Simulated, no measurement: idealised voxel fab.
The following is a process module called voxel quadruple lines.
This is section cut - it's 160 nm across, gridded in 5 nm square cells.
In this document a cross-section is written as a grid of square cells. It is given as a series of bands, listed from the top down, and a band is one or more rows of cells. Top height, bottom height, nm. Materials left to right, width each, nm. Single material + "all across" = fills band edge to edge. "air" = empty. A quick word on heights: they are counted from 0, and under that level the wafer as it came to us is one material throughout. The lowest band is different from the rest in having no bottom; it simply continues downward, written as in "0 and below". The width entry "30..40" should be interpreted row by row: the top row of cells in the band takes the first number, the bottom row takes the second number, and the change between adjacent rows is uniform throughout. "same as before" -> step changed no cross-section cell. "Tabulated closed voids" enumerates empty spaces isolated from the top, with no open way to it, that contain at least 8 cells, giving each as width x height at distance from the left edge, all three in nm. If you see something after the settings on a step's line, that's the simulator's own remark about that step. overlay nm: mask right of planned place by this much (step with mask). Neg. = left.
PROCESS STEPS (PLANNED)
| 1 | RECEIVE, material Si |
| 2 | CONFORMAL_DEP, material Al2O3, thk nm 10 |
| 3 | DIRECTIONAL_DEP, material Ru, thk nm 10 |
| 4 | DIRECTIONAL_DEP, material polySi, thk nm 20 |
| 5 | DIRECTIONAL_DEP, material aC, thk nm 25 |
| 6 | PATTERN, tone cover, mask id MANDREL, material resist, width nm 30, thk nm 30, overlay nm 0 |
| 7 | DIRECTIONAL_ETCH, etch materials aC, depth nm 25 |
| 8 | STRIP, etch materials resist |
| 9 | CONFORMAL_DEP, material SiO2, thk nm 10 |
| 10 | DIRECTIONAL_ETCH, etch materials SiO2, depth nm 10 |
| 11 | STRIP, etch materials aC |
| 12 | DIRECTIONAL_ETCH, etch materials polySi, depth nm 20 |
| 13 | STRIP, etch materials SiO2 |
| 14 | CONFORMAL_DEP, material SiCN, thk nm 10 |
| 15 | DIRECTIONAL_ETCH, etch materials SiCN, depth nm 10 |
| 16 | STRIP, etch materials polySi |
| 17 | DIRECTIONAL_ETCH, etch materials Ru, depth nm 10 |
| 18 | STRIP, etch materials SiCN |
| 19 | FILL_DEP, material lowk, thk nm 5 |
| 20 | CMP, height nm 20 |
WAFER, FIRST OF TWO, RUN AS PLANNED
DELIVERED WAFER IN CROSS-SECTION: STATE AFTER STEP 1
    0 and below: Si all across
    Tabulated closed voids: none
UPON COMPLETION OF STEP 2, THE WAFER APPEARS IN CROSS-SECTION AS SHOWN
    10 down to 0: Al2O3 all across
    Under the height 0 nothing was changed.
UPON COMPLETION OF STEP 3, THE WAFER APPEARS IN CROSS-SECTION AS SHOWN
    20 down to 10: Ru all across
    Under the height 10 nothing was changed.
UPON COMPLETION OF STEP 4, THE WAFER APPEARS IN CROSS-SECTION AS SHOWN
    40 down to 20: polySi all across
    Under the height 20 nothing was changed.
UPON COMPLETION OF STEP 5, THE WAFER APPEARS IN CROSS-SECTION AS SHOWN
    65 down to 40: aC all across
    Under the height 40 nothing was changed.
UPON COMPLETION OF STEP 6, THE WAFER APPEARS IN CROSS-SECTION AS SHOWN
    95 down to 65: 65 air, 30 resist, 65 air
    Under the height 65 nothing was changed.
UPON COMPLETION OF STEP 7, THE WAFER APPEARS IN CROSS-SECTION AS SHOWN
    70 down to 65: 65 air, 30 resist, 65 air
    65 down to 40: 65 air, 30 aC, 65 air
    Under the height 40 nothing was changed.
UPON COMPLETION OF STEP 8, THE WAFER APPEARS IN CROSS-SECTION AS SHOWN
    65 down to 40: 65 air, 30 aC, 65 air
    Under the height 40 nothing was changed.
UPON COMPLETION OF STEP 9, THE WAFER APPEARS IN CROSS-SECTION AS SHOWN
    75 down to 65: 55 air, 50 SiO2, 55 air
    65 down to 50: 55 air, 10 SiO2, 30 aC, 10 SiO2, 55 air
    50 down to 40: 65 SiO2, 30 aC, 65 SiO2
    Under the height 40 nothing was changed.
UPON COMPLETION OF STEP 10, THE WAFER APPEARS IN CROSS-SECTION AS SHOWN
    65 down to 40: 55 air, 10 SiO2, 30 aC, 10 SiO2, 55 air
    Under the height 40 nothing was changed.
UPON COMPLETION OF STEP 11, THE WAFER APPEARS IN CROSS-SECTION AS SHOWN
    65 down to 40: 55 air, 10 SiO2, 30 air, 10 SiO2, 55 air
    Under the height 40 nothing was changed.
UPON COMPLETION OF STEP 12, THE WAFER APPEARS IN CROSS-SECTION AS SHOWN
    65 down to 40: 55 air, 10 SiO2, 30 air, 10 SiO2, 55 air
    40 down to 20: 55 air, 10 polySi, 30 air, 10 polySi, 55 air
    Under the height 20 nothing was changed.
UPON COMPLETION OF STEP 13, THE WAFER APPEARS IN CROSS-SECTION AS SHOWN
    40 down to 20: 55 air, 10 polySi, 30 air, 10 polySi, 55 air
    Under the height 20 nothing was changed.
UPON COMPLETION OF STEP 14, THE WAFER APPEARS IN CROSS-SECTION AS SHOWN
    50 down to 40: 45 air, 30 SiCN, 10 air, 30 SiCN, 45 air
    40 down to 30: 45 air, 10 SiCN, 10 polySi, 10 SiCN, 10 air, 10 SiCN, 10 polySi, 10 SiCN, 45 air
    30 down to 20: 55 SiCN, 10 polySi, 30 SiCN, 10 polySi, 55 SiCN
    Under the height 20 nothing was changed.
UPON COMPLETION OF STEP 15, THE WAFER APPEARS IN CROSS-SECTION AS SHOWN
    40 down to 20: 45 air, 10 SiCN, 10 polySi, 10 SiCN, 10 air, 10 SiCN, 10 polySi, 10 SiCN, 45 air
    Under the height 20 nothing was changed.
UPON COMPLETION OF STEP 16, THE WAFER APPEARS IN CROSS-SECTION AS SHOWN
    40 down to 20: 45 air, 10 SiCN, 10 air, 10 SiCN, 10 air, 10 SiCN, 10 air, 10 SiCN, 45 air
    Under the height 20 nothing was changed.
UPON COMPLETION OF STEP 17, THE WAFER APPEARS IN CROSS-SECTION AS SHOWN
    40 down to 20: 45 air, 10 SiCN, 10 air, 10 SiCN, 10 air, 10 SiCN, 10 air, 10 SiCN, 45 air
    20 down to 10: 45 air, 10 Ru, 10 air, 10 Ru, 10 air, 10 Ru, 10 air, 10 Ru, 45 air
    Under the height 10 nothing was changed.
UPON COMPLETION OF STEP 18, THE WAFER APPEARS IN CROSS-SECTION AS SHOWN
    20 down to 10: 45 air, 10 Ru, 10 air, 10 Ru, 10 air, 10 Ru, 10 air, 10 Ru, 45 air
    Under the height 10 nothing was changed.
UPON COMPLETION OF STEP 19, THE WAFER APPEARS IN CROSS-SECTION AS SHOWN
    25 down to 20: lowk all across
    20 down to 10: 45 lowk, 10 Ru, 10 lowk, 10 Ru, 10 lowk, 10 Ru, 10 lowk, 10 Ru, 45 lowk
    Under the height 10 nothing was changed.
UPON COMPLETION OF STEP 20, THE WAFER APPEARS IN CROSS-SECTION AS SHOWN
    20 down to 10: 45 lowk, 10 Ru, 10 lowk, 10 Ru, 10 lowk, 10 Ru, 10 lowk, 10 Ru, 45 lowk
    Under the height 10 nothing was changed.
SECOND WAFER: LIKE START, LIKE PLAN, ONE MISTAKE. THROUGH STEP 5 IT MATCHES THE FIRST WAFER
HERE IS THE SECOND WAFER IN CROSS-SECTION AT THE POINT WHERE STEP 6 OF THE PLAN SHOULD HAVE BEEN DONE
    95 down to 65: 55 air, 30 resist, 75 air
    Under the height 65 nothing was changed.
HERE IS THE SECOND WAFER IN CROSS-SECTION AT THE POINT WHERE STEP 7 OF THE PLAN SHOULD HAVE BEEN DONE
    70 down to 65: 55 air, 30 resist, 75 air
    65 down to 40: 55 air, 30 aC, 75 air
    Under the height 40 nothing was changed.
HERE IS THE SECOND WAFER IN CROSS-SECTION AT THE POINT WHERE STEP 8 OF THE PLAN SHOULD HAVE BEEN DONE
    65 down to 40: 55 air, 30 aC, 75 air
    Under the height 40 nothing was changed.
HERE IS THE SECOND WAFER IN CROSS-SECTION AT THE POINT WHERE STEP 9 OF THE PLAN SHOULD HAVE BEEN DONE
    75 down to 65: 45 air, 50 SiO2, 65 air
    65 down to 50: 45 air, 10 SiO2, 30 aC, 10 SiO2, 65 air
    50 down to 40: 55 SiO2, 30 aC, 75 SiO2
    Under the height 40 nothing was changed.
HERE IS THE SECOND WAFER IN CROSS-SECTION AT THE POINT WHERE STEP 10 OF THE PLAN SHOULD HAVE BEEN DONE
    65 down to 40: 45 air, 10 SiO2, 30 aC, 10 SiO2, 65 air
    Under the height 40 nothing was changed.
HERE IS THE SECOND WAFER IN CROSS-SECTION AT THE POINT WHERE STEP 11 OF THE PLAN SHOULD HAVE BEEN DONE
    65 down to 40: 45 air, 10 SiO2, 30 air, 10 SiO2, 65 air
    Under the height 40 nothing was changed.
HERE IS THE SECOND WAFER IN CROSS-SECTION AT THE POINT WHERE STEP 12 OF THE PLAN SHOULD HAVE BEEN DONE
    65 down to 40: 45 air, 10 SiO2, 30 air, 10 SiO2, 65 air
    40 down to 20: 45 air, 10 polySi, 30 air, 10 polySi, 65 air
    Under the height 20 nothing was changed.
HERE IS THE SECOND WAFER IN CROSS-SECTION AT THE POINT WHERE STEP 13 OF THE PLAN SHOULD HAVE BEEN DONE
    40 down to 20: 45 air, 10 polySi, 30 air, 10 polySi, 65 air
    Under the height 20 nothing was changed.
HERE IS THE SECOND WAFER IN CROSS-SECTION AT THE POINT WHERE STEP 14 OF THE PLAN SHOULD HAVE BEEN DONE
    50 down to 40: 35 air, 30 SiCN, 10 air, 30 SiCN, 55 air
    40 down to 30: 35 air, 10 SiCN, 10 polySi, 10 SiCN, 10 air, 10 SiCN, 10 polySi, 10 SiCN, 55 air
    30 down to 20: 45 SiCN, 10 polySi, 30 SiCN, 10 polySi, 65 SiCN
    Under the height 20 nothing was changed.
HERE IS THE SECOND WAFER IN CROSS-SECTION AT THE POINT WHERE STEP 15 OF THE PLAN SHOULD HAVE BEEN DONE
    40 down to 20: 35 air, 10 SiCN, 10 polySi, 10 SiCN, 10 air, 10 SiCN, 10 polySi, 10 SiCN, 55 air
    Under the height 20 nothing was changed.
HERE IS THE SECOND WAFER IN CROSS-SECTION AT THE POINT WHERE STEP 16 OF THE PLAN SHOULD HAVE BEEN DONE
    40 down to 20: 35 air, 10 SiCN, 10 air, 10 SiCN, 10 air, 10 SiCN, 10 air, 10 SiCN, 55 air
    Under the height 20 nothing was changed.
HERE IS THE SECOND WAFER IN CROSS-SECTION AT THE POINT WHERE STEP 17 OF THE PLAN SHOULD HAVE BEEN DONE
    40 down to 20: 35 air, 10 SiCN, 10 air, 10 SiCN, 10 air, 10 SiCN, 10 air, 10 SiCN, 55 air
    20 down to 10: 35 air, 10 Ru, 10 air, 10 Ru, 10 air, 10 Ru, 10 air, 10 Ru, 55 air
    Under the height 10 nothing was changed.
HERE IS THE SECOND WAFER IN CROSS-SECTION AT THE POINT WHERE STEP 18 OF THE PLAN SHOULD HAVE BEEN DONE
    20 down to 10: 35 air, 10 Ru, 10 air, 10 Ru, 10 air, 10 Ru, 10 air, 10 Ru, 55 air
    Under the height 10 nothing was changed.
HERE IS THE SECOND WAFER IN CROSS-SECTION AT THE POINT WHERE STEP 19 OF THE PLAN SHOULD HAVE BEEN DONE
    25 down to 20: lowk all across
    20 down to 10: 35 lowk, 10 Ru, 10 lowk, 10 Ru, 10 lowk, 10 Ru, 10 lowk, 10 Ru, 55 lowk
    Under the height 10 nothing was changed.
HERE IS THE SECOND WAFER IN CROSS-SECTION AT THE POINT WHERE STEP 20 OF THE PLAN SHOULD HAVE BEEN DONE
    20 down to 10: 35 lowk, 10 Ru, 10 lowk, 10 Ru, 10 lowk, 10 Ru, 10 lowk, 10 Ru, 55 lowk
    Under the height 10 nothing was changed.
what went wrong: planned and actual differ for step 6; actual: PATTERN, tone cover, mask id MANDREL, material resist, width nm 30, thk nm 30, overlay nm -10
At the end, the second wafer has the same number of cells of each material as the first, but those cells sit in other places.
